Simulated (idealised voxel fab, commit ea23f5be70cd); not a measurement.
The document below concerns the process module designated voxel lift off.
The figure presents cross-section cut, which has a width of 280 nm and is divided into square cells with an edge length of 5 nm.
A cross-section is a grid of square cells, given in bands from the top down. A band is one or more rows of cells.
The entry gives the band's vertical extent as a top height and a bottom height in nm, then its horizontal make-up as materials from left to right, each with a width in nm. "blank" stands for empty space; a single material marked "throughout" fills the band edge to edge.
Below 0: as-received wafer, all one material; heights counted from there. Lowest band: no bottom, goes on down, written "0 down".
Width: "30->40" (first number = top row, second number = bottom row, same change from row to row of cells).
Basically "left unchanged" means that step didn't change any cell in the cross-section.
In "Closed cavities" the enclosed voids are listed, meaning empty spaces of 8 cells or larger without any opening to the top. The form is width x height at distance, distance from the left edge, units nm.
after a step's settings: what the simulator itself notes on the step
overlay nm, on a step with a mask: how far to the right of its planned place the mask lay; to the left if negative
Planned step list for the process:
1. RECEIVE | material Si
2. CONFORMAL_DEP | material SiN | thk nm 10
3. PATTERN | tone open | mask id LINES | material resist | width nm 30 | pitch nm 45 | thk nm 20 | overlay nm 0
4. DIRECTIONAL_DEP | material Ru | thk nm 10
5. STRIP | etch materials resist
6. CONFORMAL_DEP | material SiO2 | thk nm 10
The cross-section here shows the wafer as received, i.e. in its state after step 1:
	0 down  Si throughout
	Closed cavities: none
Final wafer profile in cross-section after the module, from the same start and plan as above, with one mistake made during processing:
	30 to 20  blank: 50, then SiO2: 40, then blank: 5, then SiO2: 40, then blank: 5, then SiO2: 40, then blank: 5, then SiO2: 40, then blank: 55
	20 to 10  SiO2: 60, then Ru: 20, then SiO2: 25, then Ru: 20, then SiO2: 25, then Ru: 20, then SiO2: 25, then Ru: 20, then SiO2: 65
	10 to 0  SiN throughout
	0 down  Si throughout
	Closed cavities: none
Here's what went sideways: the process deviated at step 3: the operation and settings actually run there were PATTERN | tone open | mask id LINES | material resist | width nm 20 | pitch nm 45 | thk nm 20 | overlay nm 0
